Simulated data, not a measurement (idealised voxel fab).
The document below concerns the process module designated voxel wiring stack.
For reference, the cross-section in this document is cut, with width 225 nm and square cells of 5 nm.
When this document writes out a cross-section, it uses a grid of square cells and lists it as bands, beginning at the top and moving down, with a band standing for one or more rows of cells. First you get the band's top height and its bottom height, in nm, and then the materials it's made of, left to right, with each width in nm. If you see a single material with "throughout", that one covers the band edge to edge. "blank" is empty space. For the purposes of this specification, 0 denotes the height below which the wafer in its as-received condition is composed wholly of one material, and the lowermost band, lacking a lower limit, extends downward without end, as expressed in "0 -> down". Graded width ("30..40"): value in top row of band = first number; value in bottom row = second number; row-to-row change constant. "no modification" (step): cross-section cells unchanged, all of them. For the entry "Enclosed voids", the listed items are empty spaces with no open way to the top whose size is 8 cells or more; each item follows the pattern width x height at distance, where distance is from the left edge and all three are in nm. On each step's line, the part that comes after the settings is the simulator's own comment on the step. "overlay nm" answers the question of how far to the right of plan the mask lay on a step that has a mask, and when it is negative the answer is to the left. Pairs from here to the end. Each: cross-section before one process step, cross-section after it, the latter only as far down as the lowest band that changed. Under each: the step between, and its settings. Mind that the pairs may be taken from different runs of this module on the same starting wafer; whether a pair continues from the pair above depends on its entry headed "Before-step section", and it does only where that entry says so.
Before-step section
* 145 -> 140  55 TiN; 10 blank; 25 TiN; 10 blank; 25 TiN; 10 blank; 25 TiN; 10 blank; 55 TiN
* 140 -> 125  50 SiO2; 5 TiN; 10 blank; 5 TiN; 15 SiO2; 5 TiN; 10 blank; 5 TiN; 15 SiO2; 5 TiN; 10 blank; 5 TiN; 15 SiO2; 5 TiN; 10 blank; 5 TiN; 50 SiO2
* 125 -> 120  50 SiO2; 5 TiN; 5 blank; 10 TiN; 15 SiO2; 5 TiN; 5 blank; 10 TiN; 15 SiO2; 5 TiN; 5 blank; 10 TiN; 15 SiO2; 5 TiN; 5 blank; 10 TiN; 50 SiO2
* 120 -> 105  50 SiO2; 5 TiN; 5 blank; 5 TiN; 20 SiO2; 5 TiN; 5 blank; 5 TiN; 20 SiO2; 5 TiN; 5 blank; 5 TiN; 20 SiO2; 5 TiN; 5 blank; 5 TiN; 55 SiO2
* 105 -> 100  50 SiCN; 15 TiN; 20 SiCN; 15 TiN; 20 SiCN; 15 TiN; 20 SiCN; 15 TiN; 55 SiCN
* 100 -> 75  45 SiO2; 5 SiCN; 20 W; 5 SiCN; 5 SiO2; 5 SiCN; 20 W; 5 SiCN; 5 SiO2; 5 SiCN; 20 W; 5 SiCN; 5 SiO2; 5 SiCN; 20 W; 5 SiCN; 45 SiO2
* 75 -> 70  50 SiCN; 20 TiN; 15 SiCN; 20 TiN; 15 SiCN; 20 TiN; 15 SiCN; 20 TiN; 50 SiCN
* 70 -> 50  50 lowk; 15 Ru; 20 lowk; 15 Ru; 20 lowk; 15 Ru; 20 lowk; 15 Ru; 55 lowk
* 50 -> 45  50 SiCN; 15 Ru; 20 SiCN; 15 Ru; 20 SiCN; 15 Ru; 20 SiCN; 15 Ru; 55 SiCN
* 45 -> 40  50 SiN; 20 TiN; 15 SiN; 20 TiN; 15 SiN; 20 TiN; 15 SiN; 20 TiN; 50 SiN
* 40 -> 15  lowk throughout
* 15 -> 0  SiO2 throughout
* 0 -> down  Si throughout
* Enclosed voids: none
Cross-Section After Step
* 150 -> 145  Cu throughout
* 145 -> 140  55 TiN; 10 Cu; 25 TiN; 10 Cu; 25 TiN; 10 Cu; 25 TiN; 10 Cu; 55 TiN
* 140 -> 125  50 SiO2; 5 TiN; 10 Cu; 5 TiN; 15 SiO2; 5 TiN; 10 Cu; 5 TiN; 15 SiO2; 5 TiN; 10 Cu; 5 TiN; 15 SiO2; 5 TiN; 10 Cu; 5 TiN; 50 SiO2
* 125 -> 120  50 SiO2; 5 TiN; 5 Cu; 10 TiN; 15 SiO2; 5 TiN; 5 Cu; 10 TiN; 15 SiO2; 5 TiN; 5 Cu; 10 TiN; 15 SiO2; 5 TiN; 5 Cu; 10 TiN; 50 SiO2
* 120 -> 105  50 SiO2; 5 TiN; 5 Cu; 5 TiN; 20 SiO2; 5 TiN; 5 Cu; 5 TiN; 20 SiO2; 5 TiN; 5 Cu; 5 TiN; 20 SiO2; 5 TiN; 5 Cu; 5 TiN; 55 SiO2
* Below 105, the layers are the same as they were.
* Enclosed voids: none
The two cross-sections above are separated by a single process step, namely FILL_DEP with material Cu, thk nm 5
Before-step section: no separate figure, the pair right above already shows it after its step.
Cross-Section After Step
* 140 -> 125  50 SiO2; 5 TiN; 10 Cu; 5 TiN; 15 SiO2; 5 TiN; 10 Cu; 5 TiN; 15 SiO2; 5 TiN; 10 Cu; 5 TiN; 15 SiO2; 5 TiN; 10 Cu; 5 TiN; 50 SiO2
* Below 125, the layers are the same as they were.
* Enclosed voids: none
The two cross-sections above are separated by a single process step, namely CMP with height nm 140
Before-step section: no separate figure, the pair right above already shows it after its step.
Cross-Section After Step
* 145 -> 140  SiCN throughout
* Below 140, the layers are the same as they were.
* Enclosed voids: none
The two cross-sections above are separated by a single process step, namely CONFORMAL_DEP with material SiCN, thk nm 5
Before-step section: no separate figure, the pair right above already shows it after its step.
Cross-Section After Step
* 160 -> 145  lowk throughout
* Below 145, the layers are the same as they were.
* Enclosed voids: none
The two cross-sections above are separated by a single process step, namely DIRECTIONAL_DEP with material lowk, thk nm 15
Before-step section: no separate figure, the pair right above already shows it after its step.
Cross-Section After Step
* 170 -> 160  aC throughout
* Below 160, the layers are the same as they were.
* Enclosed voids: none
The two cross-sections above are separated by a single process step, namely DIRECTIONAL_DEP with material aC, thk nm 10
Before-step section: no separate figure, the pair right above already shows it after its step.
Cross-Section After Step
* 200 -> 170  50 resist; 15 blank; 20 resist; 15 blank; 20 resist; 15 blank; 20 resist; 15 blank; 55 resist
* Below 170, the layers are the same as they were.
* Enclosed voids: none
The two cross-sections above are separated by a single process step, namely PATTERN with tone open, mask id PLUG_3, material resist, width nm 15, pitch nm 35, thk nm 30, overlay nm 0
Before-step section: no separate figure, the pair right above already shows it after its step.
Cross-Section After Step
* 190 -> 170  50 resist; 15 blank; 20 resist; 15 blank; 20 resist; 15 blank; 20 resist; 15 blank; 55 resist
* 170 -> 160  50 aC; 15 blank; 20 aC; 15 blank; 20 aC; 15 blank; 20 aC; 15 blank; 55 aC
* Below 160, the layers are the same as they were.
* Enclosed voids: none
The two cross-sections above are separated by a single process step, namely DIRECTIONAL_ETCH with etch materials aC, depth nm 10
Before-step section: no separate figure, the pair right above already shows it after its step.
Cross-Section After Step
* 170 -> 160  50 aC; 15 blank; 20 aC; 15 blank; 20 aC; 15 blank; 20 aC; 15 blank; 55 aC
* Below 160, the layers are the same as they were.
* Enclosed voids: none
The two cross-sections above are separated by a single process step, namely STRIP with etch materials resist
Before-step section: no separate figure, the pair right above already shows it after its step.
Cross-Section After Step
* 170 -> 160  50 aC; 15 blank; 20 aC; 15 blank; 20 aC; 15 blank; 20 aC; 15 blank; 55 aC
* 160 -> 145  50 lowk; 15 blank; 20 lowk; 15 blank; 20 lowk; 15 blank; 20 lowk; 15 blank; 55 lowk
* Below 145, the layers are the same as they were.
* Enclosed voids: none
The two cross-sections above are separated by a single process step, namely DIRECTIONAL_ETCH with etch materials lowk, depth nm 15
Before-step section: no separate figure, the pair right above already shows it after its step.
Cross-Section After Step
* 170 -> 160  50 aC; 15 blank; 20 aC; 15 blank; 20 aC; 15 blank; 20 aC; 15 blank; 55 aC
* 160 -> 145  50 lowk; 15 blank; 20 lowk; 15 blank; 20 lowk; 15 blank; 20 lowk; 15 blank; 55 lowk
* 145 -> 140  50 SiCN; 15 blank; 20 SiCN; 15 blank; 20 SiCN; 15 blank; 20 SiCN; 15 blank; 55 SiCN
* Below 140, the layers are the same as they were.
* Enclosed voids: none
The two cross-sections above are separated by a single process step, namely DIRECTIONAL_ETCH with etch materials SiCN, depth nm 5
Before-step section: no separate figure, the pair right above already shows it after its step.
Cross-Section After Step
* 160 -> 145  50 lowk; 15 blank; 20 lowk; 15 blank; 20 lowk; 15 blank; 20 lowk; 15 blank; 55 lowk
* Below 145, the layers are the same as they were.
* Enclosed voids: none
The two cross-sections above are separated by a single process step, namely STRIP with etch materials aC
Before-step section: no separate figure, the pair right above already shows it after its step.
Cross-Section After Step
* 160 -> 150  50 lowk; 15 blank; 20 lowk; 15 blank; 20 lowk; 15 blank; 20 lowk; 15 blank; 55 lowk
* 150 -> 145  50 lowk; 15 Ru; 20 lowk; 15 Ru; 20 lowk; 15 Ru; 20 lowk; 15 Ru; 55 lowk
* 145 -> 140  50 SiCN; 15 Ru; 20 SiCN; 15 Ru; 20 SiCN; 15 Ru; 20 SiCN; 15 Ru; 55 SiCN
* Below 140, the layers are the same as they were.
* Enclosed voids: none
The two cross-sections above are separated by a single process step, namely EPI with material Ru, thk nm 10
Before-step section: no separate figure, the pair right above already shows it after its step.
Cross-Section After Step
* 160 -> 145  50 lowk; 15 Ru; 20 lowk; 15 Ru; 20 lowk; 15 Ru; 20 lowk; 15 Ru; 55 lowk
* Below 145, the layers are the same as they were.
* Enclosed voids: none
The two cross-sections above are separated by a single process step, namely EPI with material Ru, thk nm 10
Before-step section: no separate figure, the pair right above already shows it after its step.
Cross-Section After Step
* 165 -> 160  SiCN throughout
* Below 160, the layers are the same as they were.
* Enclosed voids: none
The two cross-sections above are separated by a single process step, namely CONFORMAL_DEP with material SiCN, thk nm 5
Before-step section: no separate figure, the pair right above already shows it after its step.
Cross-Section After Step
* 185 -> 165  lowk throughout
* Below 165, the layers are the same as they were.
* Enclosed voids: none
The two cross-sections above are separated by a single process step, namely DIRECTIONAL_DEP with material lowk, thk nm 20
Before-step section: no separate figure, the pair right above already shows it after its step.
Cross-Section After Step
* 200 -> 185  50 resist; 20 blank; 15 resist; 20 blank; 15 resist; 20 blank; 15 resist; 20 blank; 50 resist
* Below 185, the layers are the same as they were.
* Enclosed voids: none
The two cross-sections above are separated by a single process step, namely PATTERN with tone open, mask id METAL_4, material resist, width nm 20, pitch nm 35, thk nm 15, overlay nm 0
Before-step section: no separate figure, the pair right above already shows it after its step.
Cross-Section After Step
* 200 -> 185  50 resist; 20 blank; 15 resist; 20 blank; 15 resist; 20 blank; 15 resist; 20 blank; 50 resist
* 185 -> 165  50 lowk; 20 blank; 15 lowk; 20 blank; 15 lowk; 20 blank; 15 lowk; 20 blank; 50 lowk
* Below 165, the layers are the same as they were.
* Enclosed voids: none
The two cross-sections above are separated by a single process step, namely DIRECTIONAL_ETCH with etch materials lowk, depth nm 20
Before-step section: no separate figure, the pair right above already shows it after its step.
Cross-Section After Step
* 200 -> 185  50 resist; 20 blank; 15 resist; 20 blank; 15 resist; 20 blank; 15 resist; 20 blank; 50 resist
* 185 -> 165  50 lowk; 20 blank; 15 lowk; 20 blank; 15 lowk; 20 blank; 15 lowk; 20 blank; 50 lowk
* 165 -> 160  50 SiCN; 20 blank; 15 SiCN; 20 blank; 15 SiCN; 20 blank; 15 SiCN; 20 blank; 50 SiCN
* Below 160, the layers are the same as they were.
* Enclosed voids: none
The two cross-sections above are separated by a single process step, namely DIRECTIONAL_ETCH with etch materials SiCN, depth nm 5
Before-step section: no separate figure, the pair right above already shows it after its step.
Cross-Section After Step
* 185 -> 165  50 lowk; 20 blank; 15 lowk; 20 blank; 15 lowk; 20 blank; 15 lowk; 20 blank; 50 lowk
* Below 165, the layers are the same as they were.
* Enclosed voids: none
The two cross-sections above are separated by a single process step, namely STRIP with etch materials resist
Before-step section: no separate figure, the pair right above already shows it after its step.
Cross-Section After Step
* 190 -> 185  55 TiN; 10 blank; 25 TiN; 10 blank; 25 TiN; 10 blank; 25 TiN; 10 blank; 55 TiN
* 185 -> 165  50 lowk; 5 TiN; 10 blank; 5 TiN; 15 lowk; 5 TiN; 10 blank; 5 TiN; 15 lowk; 5 TiN; 10 blank; 5 TiN; 15 lowk; 5 TiN; 10 blank; 5 TiN; 50 lowk
* 165 -> 160  50 SiCN; 20 TiN; 15 SiCN; 20 TiN; 15 SiCN; 20 TiN; 15 SiCN; 20 TiN; 50 SiCN
* Below 160, the layers are the same as they were.
* Enclosed voids: none
The two cross-sections above are separated by a single process step, namely CONFORMAL_DEP with material TiN, thk nm 5
Before-step section: no separate figure, the pair right above already shows it after its step.
Cross-Section After Step
* 195 -> 190  Cu throughout
* 190 -> 185  55 TiN; 10 Cu; 25 TiN; 10 Cu; 25 TiN; 10 Cu; 25 TiN; 10 Cu; 55 TiN
* 185 -> 165  50 lowk; 5 TiN; 10 Cu; 5 TiN; 15 lowk; 5 TiN; 10 Cu; 5 TiN; 15 lowk; 5 TiN; 10 Cu; 5 TiN; 15 lowk; 5 TiN; 10 Cu; 5 TiN; 50 lowk
* Below 165, the layers are the same as they were.
* Enclosed voids: none
The two cross-sections above are separated by a single process step, namely FILL_DEP with material Cu, thk nm 5
Before-step section: no separate figure, the pair right above already shows it after its step.
Cross-Section After Step
* 185 -> 165  50 lowk; 5 TiN; 10 Cu; 5 TiN; 15 lowk; 5 TiN; 10 Cu; 5 TiN; 15 lowk; 5 TiN; 10 Cu; 5 TiN; 15 lowk; 5 TiN; 10 Cu; 5 TiN; 50 lowk
* Below 165, the layers are the same as they were.
* Enclosed voids: none
The two cross-sections above are separated by a single process step, namely CMP with height nm 185
Before-step section: no separate figure, the pair right above already shows it after its step.
Cross-Section After Step
* 190 -> 185  SiN throughout
* Below 185, the layers are the same as they were.
* Enclosed voids: none
The two cross-sections above are separated by a single process step, namely CONFORMAL_DEP with material SiN, thk nm 5
Before-step section
* 150 -> 145  Cu throughout
* 145 -> 140  55 TiN; 10 Cu; 25 TiN; 10 Cu; 25 TiN; 10 Cu; 25 TiN; 10 Cu; 55 TiN
* 140 -> 125  50 SiO2; 5 TiN; 10 Cu; 5 TiN; 15 SiO2; 5 TiN; 10 Cu; 5 TiN; 15 SiO2; 5 TiN; 10 Cu; 5 TiN; 15 SiO2; 5 TiN; 10 Cu; 5 TiN; 50 SiO2
* 125 -> 120  50 SiO2; 5 TiN; 5 Cu; 10 TiN; 15 SiO2; 5 TiN; 5 Cu; 10 TiN; 15 SiO2; 5 TiN; 5 Cu; 10 TiN; 15 SiO2; 5 TiN; 5 Cu; 10 TiN; 50 SiO2
* 120 -> 105  50 SiO2; 5 TiN; 5 Cu; 5 TiN; 20 SiO2; 5 TiN; 5 Cu; 5 TiN; 20 SiO2; 5 TiN; 5 Cu; 5 TiN; 20 SiO2; 5 TiN; 5 Cu; 5 TiN; 55 SiO2
* 105 -> 100  50 SiCN; 15 TiN; 20 SiCN; 15 TiN; 20 SiCN; 15 TiN; 20 SiCN; 15 TiN; 55 SiCN
* 100 -> 75  45 SiO2; 5 SiCN; 20 W; 5 SiCN; 5 SiO2; 5 SiCN; 20 W; 5 SiCN; 5 SiO2; 5 SiCN; 20 W; 5 SiCN; 5 SiO2; 5 SiCN; 20 W; 5 SiCN; 45 SiO2
* 75 -> 70  50 SiCN; 20 TiN; 15 SiCN; 20 TiN; 15 SiCN; 20 TiN; 15 SiCN; 20 TiN; 50 SiCN
* 70 -> 50  50 lowk; 15 Ru; 20 lowk; 15 Ru; 20 lowk; 15 Ru; 20 lowk; 15 Ru; 55 lowk
* 50 -> 45  50 SiCN; 15 Ru; 20 SiCN; 15 Ru; 20 SiCN; 15 Ru; 20 SiCN; 15 Ru; 55 SiCN
* 45 -> 20  50 lowk; 5 TiN; 10 Cu; 5 TiN; 15 lowk; 5 TiN; 10 Cu; 5 TiN; 15 lowk; 5 TiN; 10 Cu; 5 TiN; 15 lowk; 5 TiN; 10 Cu; 5 TiN; 50 lowk
* 20 -> 15  50 SiN; 20 TiN; 15 SiN; 20 TiN; 15 SiN; 20 TiN; 15 SiN; 20 TiN; 50 SiN
* 15 -> 0  SiO2 throughout
* 0 -> down  Si throughout
* Enclosed voids: none
Cross-Section After Step
* 135 -> 125  50 SiO2; 5 TiN; 10 Cu; 5 TiN; 15 SiO2; 5 TiN; 10 Cu; 5 TiN; 15 SiO2; 5 TiN; 10 Cu; 5 TiN; 15 SiO2; 5 TiN; 10 Cu; 5 TiN; 50 SiO2
* Below 125, the layers are the same as they were.
* Enclosed voids: none
The two cross-sections above are separated by a single process step, namely CMP with height nm 135
Before-step section: no separate figure, the pair right above already shows it after its step.
Cross-Section After Step
* 140 -> 135  SiCN throughout
* Below 135, the layers are the same as they were.
* Enclosed voids: none
The two cross-sections above are separated by a single process step, namely CONFORMAL_DEP with material SiCN, thk nm 5
Before-step section: no separate figure, the pair right above already shows it after its step.
Cross-Section After Step
* 155 -> 140  lowk throughout
* Below 140, the layers are the same as they were.
* Enclosed voids: none
The two cross-sections above are separated by a single process step, namely DIRECTIONAL_DEP with material lowk, thk nm 15
Before-step section: no separate figure, the pair right above already shows it after its step.
Cross-Section After Step
* 165 -> 155  aC throughout
* Below 155, the layers are the same as they were.
* Enclosed voids: none
The two cross-sections above are separated by a single process step, namely DIRECTIONAL_DEP with material aC, thk nm 10
Before-step section: no separate figure, the pair right above already shows it after its step.
Cross-Section After Step
* 195 -> 165  50 resist; 15 blank; 20 resist; 15 blank; 20 resist; 15 blank; 20 resist; 15 blank; 55 resist
* Below 165, the layers are the same as they were.
* Enclosed voids: none
The two cross-sections above are separated by a single process step, namely PATTERN with tone open, mask id PLUG_3, material resist, width nm 15, pitch nm 35, thk nm 30, overlay nm 0
Before-step section: no separate figure, the pair right above already shows it after its step.
Cross-Section After Step
* 185 -> 165  50 resist; 15 blank; 20 resist; 15 blank; 20 resist; 15 blank; 20 resist; 15 blank; 55 resist
* 165 -> 155  50 aC; 15 blank; 20 aC; 15 blank; 20 aC; 15 blank; 20 aC; 15 blank; 55 aC
* Below 155, the layers are the same as they were.
* Enclosed voids: none
The two cross-sections above are separated by a single process step, namely DIRECTIONAL_ETCH with etch materials aC, depth nm 10
Before-step section: no separate figure, the pair right above already shows it after its step.
Cross-Section After Step
* 165 -> 155  50 aC; 15 blank; 20 aC; 15 blank; 20 aC; 15 blank; 20 aC; 15 blank; 55 aC
* Below 155, the layers are the same as they were.
* Enclosed voids: none
The two cross-sections above are separated by a single process step, namely STRIP with etch materials resist
Before-step section: no separate figure, the pair right above already shows it after its step.
Cross-Section After Step
* 165 -> 155  50 aC; 15 blank; 20 aC; 15 blank; 20 aC; 15 blank; 20 aC; 15 blank; 55 aC
* 155 -> 140  50 lowk; 15 blank; 20 lowk; 15 blank; 20 lowk; 15 blank; 20 lowk; 15 blank; 55 lowk
* Below 140, the layers are the same as they were.
* Enclosed voids: none
The two cross-sections above are separated by a single process step, namely DIRECTIONAL_ETCH with etch materials lowk, depth nm 15
Before-step section: no separate figure, the pair right above already shows it after its step.
Cross-Section After Step
* 165 -> 155  50 aC; 15 blank; 20 aC; 15 blank; 20 aC; 15 blank; 20 aC; 15 blank; 55 aC
* 155 -> 140  50 lowk; 15 blank; 20 lowk; 15 blank; 20 lowk; 15 blank; 20 lowk; 15 blank; 55 lowk
* 140 -> 135  50 SiCN; 15 blank; 20 SiCN; 15 blank; 20 SiCN; 15 blank; 20 SiCN; 15 blank; 55 SiCN
* Below 135, the layers are the same as they were.
* Enclosed voids: none
The two cross-sections above are separated by a single process step, namely DIRECTIONAL_ETCH with etch materials SiCN, depth nm 5
Before-step section: no separate figure, the pair right above already shows it after its step.
Cross-Section After Step
* 155 -> 140  50 lowk; 15 blank; 20 lowk; 15 blank; 20 lowk; 15 blank; 20 lowk; 15 blank; 55 lowk
* Below 140, the layers are the same as they were.
* Enclosed voids: none
The two cross-sections above are separated by a single process step, namely STRIP with etch materials aC
Before-step section: no separate figure, the pair right above already shows it after its step.
Cross-Section After Step
* 155 -> 145  50 lowk; 15 blank; 20 lowk; 15 blank; 20 lowk; 15 blank; 20 lowk; 15 blank; 55 lowk
* 145 -> 140  50 lowk; 15 Ru; 20 lowk; 15 Ru; 20 lowk; 15 Ru; 20 lowk; 15 Ru; 55 lowk
* 140 -> 135  50 SiCN; 15 Ru; 20 SiCN; 15 Ru; 20 SiCN; 15 Ru; 20 SiCN; 15 Ru; 55 SiCN
* Below 135, the layers are the same as they were.
* Enclosed voids: none
The two cross-sections above are separated by a single process step, namely EPI with material Ru, thk nm 10
Before-step section: no separate figure, the pair right above already shows it after its step.
Cross-Section After Step
* 155 -> 140  50 lowk; 15 Ru; 20 lowk; 15 Ru; 20 lowk; 15 Ru; 20 lowk; 15 Ru; 55 lowk
* Below 140, the layers are the same as they were.
* Enclosed voids: none
The two cross-sections above are separated by a single process step, namely EPI with material Ru, thk nm 10
Before-step section: no separate figure, the pair right above already shows it after its step.
Cross-Section After Step
* 160 -> 155  SiCN throughout
* Below 155, the layers are the same as they were.
* Enclosed voids: none
The two cross-sections above are separated by a single process step, namely CONFORMAL_DEP with material SiCN, thk nm 5
Before-step section: no separate figure, the pair right above already shows it after its step.
Cross-Section After Step
* 180 -> 160  lowk throughout
* Below 160, the layers are the same as they were.
* Enclosed voids: none
The two cross-sections above are separated by a single process step, namely DIRECTIONAL_DEP with material lowk, thk nm 20
Before-step section: no separate figure, the pair right above already shows it after its step.
Cross-Section After Step
* 195 -> 180  50 resist; 20 blank; 15 resist; 20 blank; 15 resist; 20 blank; 15 resist; 20 blank; 50 resist
* Below 180, the layers are the same as they were.
* Enclosed voids: none
The two cross-sections above are separated by a single process step, namely PATTERN with tone open, mask id METAL_4, material resist, width nm 20, pitch nm 35, thk nm 15, overlay nm 0
Before-step section: no separate figure, the pair right above already shows it after its step.
Cross-Section After Step
* 195 -> 180  50 resist; 20 blank; 15 resist; 20 blank; 15 resist; 20 blank; 15 resist; 20 blank; 50 resist
* 180 -> 160  50 lowk; 20 blank; 15 lowk; 20 blank; 15 lowk; 20 blank; 15 lowk; 20 blank; 50 lowk
* Below 160, the layers are the same as they were.
* Enclosed voids: none
The two cross-sections above are separated by a single process step, namely DIRECTIONAL_ETCH with etch materials lowk, depth nm 20
Before-step section: no separate figure, the pair right above already shows it after its step.
Cross-Section After Step
* 195 -> 180  50 resist; 20 blank; 15 resist; 20 blank; 15 resist; 20 blank; 15 resist; 20 blank; 50 resist
* 180 -> 160  50 lowk; 20 blank; 15 lowk; 20 blank; 15 lowk; 20 blank; 15 lowk; 20 blank; 50 lowk
* 160 -> 155  50 SiCN; 20 blank; 15 SiCN; 20 blank; 15 SiCN; 20 blank; 15 SiCN; 20 blank; 50 SiCN
* Below 155, the layers are the same as they were.
* Enclosed voids: none
The two cross-sections above are separated by a single process step, namely DIRECTIONAL_ETCH with etch materials SiCN, depth nm 5
Before-step section: no separate figure, the pair right above already shows it after its step.
Cross-Section After Step
* 180 -> 160  50 lowk; 20 blank; 15 lowk; 20 blank; 15 lowk; 20 blank; 15 lowk; 20 blank; 50 lowk
* Below 160, the layers are the same as they were.
* Enclosed voids: none
The two cross-sections above are separated by a single process step, namely STRIP with etch materials resist
Before-step section: no separate figure, the pair right above already shows it after its step.
Cross-Section After Step
* 185 -> 180  55 TiN; 10 blank; 25 TiN; 10 blank; 25 TiN; 10 blank; 25 TiN; 10 blank; 55 TiN
* 180 -> 160  50 lowk; 5 TiN; 10 blank; 5 TiN; 15 lowk; 5 TiN; 10 blank; 5 TiN; 15 lowk; 5 TiN; 10 blank; 5 TiN; 15 lowk; 5 TiN; 10 blank; 5 TiN; 50 lowk
* 160 -> 155  50 SiCN; 20 TiN; 15 SiCN; 20 TiN; 15 SiCN; 20 TiN; 15 SiCN; 20 TiN; 50 SiCN
* Below 155, the layers are the same as they were.
* Enclosed voids: none
The two cross-sections above are separated by a single process step, namely CONFORMAL_DEP with material TiN, thk nm 5
Before-step section: no separate figure, the pair right above already shows it after its step.
Cross-Section After Step
* 190 -> 185  Cu throughout
* 185 -> 180  55 TiN; 10 Cu; 25 TiN; 10 Cu; 25 TiN; 10 Cu; 25 TiN; 10 Cu; 55 TiN
* 180 -> 160  50 lowk; 5 TiN; 10 Cu; 5 TiN; 15 lowk; 5 TiN; 10 Cu; 5 TiN; 15 lowk; 5 TiN; 10 Cu; 5 TiN; 15 lowk; 5 TiN; 10 Cu; 5 TiN; 50 lowk
* Below 160, the layers are the same as they were.
* Enclosed voids: none
The two cross-sections above are separated by a single process step, namely FILL_DEP with material Cu, thk nm 5
Before-step section: no separate figure, the pair right above already shows it after its step.
Cross-Section After Step
* 185 -> 180  55 TiN; 10 Cu; 25 TiN; 10 Cu; 25 TiN; 10 Cu; 25 TiN; 10 Cu; 55 TiN
* Below 180, the layers are the same as they were.
* Enclosed voids: none
The two cross-sections above are separated by a single process step, namely CMP with height nm 185
Before-step section: no separate figure, the pair right above already shows it after its step.
Cross-Section After Step
* 190 -> 185  SiN throughout
* Below 185, the layers are the same as they were.
* Enclosed voids: none
The two cross-sections above are separated by a single process step, namely CONFORMAL_DEP with material SiN, thk nm 5
Before-step section
* 140 -> 105  50 SiO2; 15 blank; 20 SiO2; 15 blank; 20 SiO2; 15 blank; 20 SiO2; 15 blank; 55 SiO2
* 105 -> 100  SiCN throughout
* 100 -> 75  45 SiO2; 5 SiCN; 20 W; 5 SiCN; 5 SiO2; 5 SiCN; 20 W; 5 SiCN; 5 SiO2; 5 SiCN; 20 W; 5 SiCN; 5 SiO2; 5 SiCN; 20 W; 5 SiCN; 45 SiO2
* 75 -> 70  50 SiCN; 20 TiN; 15 SiCN; 20 TiN; 15 SiCN; 20 TiN; 15 SiCN; 20 TiN; 50 SiCN
* 70 -> 50  50 lowk; 15 Ru; 20 lowk; 15 Ru; 20 lowk; 15 Ru; 20 lowk; 15 Ru; 55 lowk
* 50 -> 45  50 SiCN; 15 Ru; 20 SiCN; 15 Ru; 20 SiCN; 15 Ru; 20 SiCN; 15 Ru; 55 SiCN
* 45 -> 20  50 lowk; 5 TiN; 10 Cu; 5 TiN; 15 lowk; 5 TiN; 10 Cu; 5 TiN; 15 lowk; 5 TiN; 10 Cu; 5 TiN; 15 lowk; 5 TiN; 10 Cu; 5 TiN; 50 lowk
* 20 -> 15  50 SiN; 20 TiN; 15 SiN; 20 TiN; 15 SiN; 20 TiN; 15 SiN; 20 TiN; 50 SiN
* 15 -> 0  SiO2 throughout
* 0 -> down  Si throughout
* Enclosed voids: none
Cross-Section After Step
* 155 -> 140  55 resist; 15 blank; 20 resist; 15 blank; 20 resist; 15 blank; 20 resist; 15 blank; 50 resist
* 140 -> 105  50 SiO2; 5 resist; 10 blank; 20 SiO2; 5 resist; 10 blank; 20 SiO2; 5 resist; 10 blank; 20 SiO2; 5 resist; 10 blank; 55 SiO2
* Below 105, the layers are the same as they were.
* Enclosed voids: none
The two cross-sections above are separated by a single process step, namely PATTERN with tone open, mask id METAL_3, material resist, width nm 15, pitch nm 35, thk nm 15, overlay nm 0
Before-step section: no separate figure, the pair right above already shows it after its step.
Cross-Section After Step
* 155 -> 140  55 resist; 15 blank; 20 resist; 15 blank; 20 resist; 15 blank; 20 resist; 15 blank; 50 resist
* 140 -> 120  50 SiO2; 5 resist; 15 blank; 15 SiO2; 5 resist; 15 blank; 15 SiO2; 5 resist; 15 blank; 15 SiO2; 5 resist; 15 blank; 50 SiO2
* Below 120, the layers are the same as they were.
* Enclosed voids: none
The two cross-sections above are separated by a single process step, namely DIRECTIONAL_ETCH with etch materials SiO2, depth nm 20
Before-step section: no separate figure, the pair right above already shows it after its step.
Cross-Section After Step
* 155 -> 140  55 resist; 15 blank; 20 resist; 15 blank; 20 resist; 15 blank; 20 resist; 15 blank; 50 resist
* 140 -> 120  50 SiO2; 5 resist; 15 blank; 15 SiO2; 5 resist; 15 blank; 15 SiO2; 5 resist; 15 blank; 15 SiO2; 5 resist; 15 blank; 50 SiO2
* 120 -> 105  50 SiO2; 5 resist; 10 blank; 20 SiO2; 5 resist; 10 blank; 20 SiO2; 5 resist; 10 blank; 20 SiO2; 5 resist; 10 blank; 55 SiO2
* 105 -> 100  55 SiCN; 10 blank; 25 SiCN; 10 blank; 25 SiCN; 10 blank; 25 SiCN; 10 blank; 55 SiCN
* Below 100, the layers are the same as they were.
* Enclosed voids: none
The two cross-sections above are separated by a single process step, namely DIRECTIONAL_ETCH with etch materials SiCN, depth nm 5
Before-step section: no separate figure, the pair right above already shows it after its step.
Cross-Section After Step
* 140 -> 120  50 SiO2; 20 blank; 15 SiO2; 20 blank; 15 SiO2; 20 blank; 15 SiO2; 20 blank; 50 SiO2
* 120 -> 105  50 SiO2; 15 blank; 20 SiO2; 15 blank; 20 SiO2; 15 blank; 20 SiO2; 15 blank; 55 SiO2
* Below 105, the layers are the same as they were.
* Enclosed voids: none
The two cross-sections above are separated by a single process step, namely STRIP with etch materials resist
Before-step section: no separate figure, the pair right above already shows it after its step.
Cross-Section After Step
* 145 -> 140  55 TiN; 10 blank; 25 TiN; 10 blank; 25 TiN; 10 blank; 25 TiN; 10 blank; 55 TiN
* 140 -> 125  50 SiO2; 5 TiN; 10 blank; 5 TiN; 15 SiO2; 5 TiN; 10 blank; 5 TiN; 15 SiO2; 5 TiN; 10 blank; 5 TiN; 15 SiO2; 5 TiN; 10 blank; 5 TiN; 50 SiO2
* 125 -> 120  50 SiO2; 5 TiN; 5 blank; 10 TiN; 15 SiO2; 5 TiN; 5 blank; 10 TiN; 15 SiO2; 5 TiN; 5 blank; 10 TiN; 15 SiO2; 5 TiN; 5 blank; 10 TiN; 50 SiO2
* 120 -> 110  50 SiO2; 5 TiN; 5 blank; 5 TiN; 20 SiO2; 5 TiN; 5 blank; 5 TiN; 20 SiO2; 5 TiN; 5 blank; 5 TiN; 20 SiO2; 5 TiN; 5 blank; 5 TiN; 55 SiO2
* 110 -> 105  50 SiO2; 15 TiN; 20 SiO2; 15 TiN; 20 SiO2; 15 TiN; 20 SiO2; 15 TiN; 55 SiO2
* 105 -> 100  55 SiCN; 10 TiN; 25 SiCN; 10 TiN; 25 SiCN; 10 TiN; 25 SiCN; 10 TiN; 55 SiCN
* Below 100, the layers are the same as they were.
* Enclosed voids: none
The two cross-sections above are separated by a single process step, namely CONFORMAL_DEP with material TiN, thk nm 5
